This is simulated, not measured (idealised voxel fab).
Herein follows the process module entitled voxel self aligned vias.
cross-section cut | 280 nm wide | cells 5 nm
This document writes a cross-section as a grid whose cells are square, and gives it as bands, listed from the top down; one or more rows of cells form a band. This entry defines a band. It first specifies the height of the band's top and the height of its bottom in nm, and then specifies the band's materials from left to right, stating each material with its width in nm. The word "everywhere" identifies a single material that fills the band from edge to edge, while the word "blank" identifies empty space. All heights in this document are referenced to 0, defined as the level beneath which the wafer, as received, consists entirely of one material. The lowest band is not bounded below; it extends indefinitely downward and is written in the form "z 0 and below". Quick explanation for "30..40": the width changes in equal steps down the rows of cells, from the first number in the band's top row to the second number in its bottom row. "remained the same" after a step means that no cell of the cross-section changed. Each empty space that has no open way to the top and spans at least 8 cells appears under "Enclosed void entries" as width x height at distance, the distance counted from the left edge, all in nm. Formally, on a step line, whatever follows the settings is a remark that the simulator itself makes on the step. overlay nm: mask right of planned place by this much (step with mask). Neg. = left.

Process steps (planned)
1. RECEIVE,material Si
2. CONFORMAL_DEP,material SiO2,thk nm 10
3. CONFORMAL_DEP,material SiCN,thk nm 5
4. DIRECTIONAL_DEP,material lowk,thk nm 25
5. MASKED_ETCH,tone open,mask id LINES,width nm 20,pitch nm 45,etch materials lowk,depth nm 25,overlay nm 0
6. CONFORMAL_DEP,material TiN,thk nm 5
7. FILL_DEP,material W,thk nm 10
8. CMP,height nm 40
9. SELECTIVE_ETCH,etch materials W Ru TiN,depth nm 5
10. FILL_DEP,material SiN,thk nm 5
11. CMP,height nm 40
12. DIRECTIONAL_DEP,material lowk,thk nm 15
13. PATTERN,tone open,mask id VIAS,material resist,width nm 30,thk nm 20,overlay nm 0
14. DIRECTIONAL_ETCH,etch materials lowk,depth nm 15
15. DIRECTIONAL_ETCH,etch materials SiN,depth nm 5
16. STRIP,etch materials resist
17. CONFORMAL_DEP,material TiN,thk nm 5
18. FILL_DEP,material Ru,thk nm 10
19. CMP,height nm 55
20. CONFORMAL_DEP,material SiCN,thk nm 5

Cross-section, incoming material, after step 1
    z 0 and below  Si everywhere
    Enclosed void entries: none

Final cross-section, module run with one mistake (start and plan as above)
    z 60 to 55  SiCN everywhere
    z 55 to 45  lowk=100, then TiN=5, then Ru=20, then TiN=5, then lowk=150
    z 45 to 40  lowk=100, then TiN=10, then Ru=15, then TiN=5, then lowk=150
    z 40 to 35  lowk=105, then TiN=25, then lowk=20, then SiN=25, then lowk=105
    z 35 to 20  lowk=105, then TiN=5, then W=15, then TiN=5, then lowk=20, then TiN=5, then W=15, then TiN=5, then lowk=105
    z 20 to 15  lowk=105, then TiN=25, then lowk=20, then TiN=25, then lowk=105
    z 15 to 10  SiCN everywhere
    z 10 to 0  SiO2 everywhere
    z 0 and below  Si everywhere
    Enclosed void entries: none
Deviation noted in wafer processing: so step 5 ended up running with a different setting than we planned, it ran as MASKED_ETCH,tone open,mask id LINES,width nm 25,pitch nm 45,etch materials lowk,depth nm 25,overlay nm 0
